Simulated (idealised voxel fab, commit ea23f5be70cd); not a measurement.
A process module follows: voxel lift off.
300 nm wide, 5 nm square cells: that's cross-section cut.
Heads up, the way a cross-section reads in here is a grid of square cells, handed over as bands from the top down, with every band being one or more rows of cells. In this notation a band is specified by the heights of its top and bottom, in that order and in nm, after which its materials appear from left to right, each paired with its width in nm. The word "everywhere" attached to a single material means that material fills the band from edge to edge; the word "empty" stands for empty space. Measure heights from 0. That's the level where, below it, the as-received wafer is all one material. The lowest band is bottomless and extends downward; write it as in "z 0 and below". Quick explanation for "30..40": the width changes in equal steps down the rows of cells, from the first number in the band's top row to the second number in its bottom row. The designation "all unchanged", where it is given for a processing step, indicates that no cell of the cross-section was altered in the course of that step. "Sealed void listing" specifies each empty space that is not open to the top and that occupies no fewer than 8 cells, using the form width x height at distance, the distance measured from the left edge and all three quantities in nm. after a step's settings: what the simulator itself notes on the step. If you see "overlay nm" on a step's line and that step has a mask, it's telling you how far right of where it was planned the mask ended up; a negative number means it went left instead.

-- Below is the list of planned process steps
1 RECEIVE, material Si
2 CONFORMAL_DEP, material SiN, thk nm 10
3 PATTERN, tone open, mask id LINES, material resist, width nm 25, pitch nm 45, thk nm 15, overlay nm 0
4 DIRECTIONAL_DEP, material Ru, thk nm 5
5 STRIP, etch materials resist
6 CONFORMAL_DEP, material SiCN, thk nm 5

-- Cross-section of the incoming wafer, state after step 1
  z 0 and below | Si everywhere
  Sealed void listing: none

-- First of two wafers: cross-section at end of module, run per plan
  z 20 to 15 | 65 empty  35 SiCN  10 empty  35 SiCN  10 empty  35 SiCN  10 empty  35 SiCN  65 empty
  z 15 to 10 | 70 SiCN  25 Ru  20 SiCN  25 Ru  20 SiCN  25 Ru  20 SiCN  25 Ru  70 SiCN
  z 10 to 0 | SiN everywhere
  z 0 and below | Si everywhere
  Sealed void listing: none

-- The second wafer, shown in cross-section after the module: started the same way as the first and given the same plan, yet one mistake crept into how it was run
  z 20 to 15 | 70 empty  30 SiCN  15 empty  30 SiCN  15 empty  30 SiCN  15 empty  30 SiCN  65 empty
  z 15 to 10 | 75 SiCN  20 Ru  25 SiCN  20 Ru  25 SiCN  20 Ru  25 SiCN  20 Ru  70 SiCN
  z 10 to 0 | SiN everywhere
  z 0 and below | Si everywhere
  Sealed void listing: none
Finding, execution versus plan: rather than as planned, step 3 actually ran as PATTERN, tone open, mask id LINES, material resist, width nm 20, pitch nm 45, thk nm 15, overlay nm 0
In the final state, the cell counts of the second wafer exceed or fall short of those of the first for the following materials: Ru -4
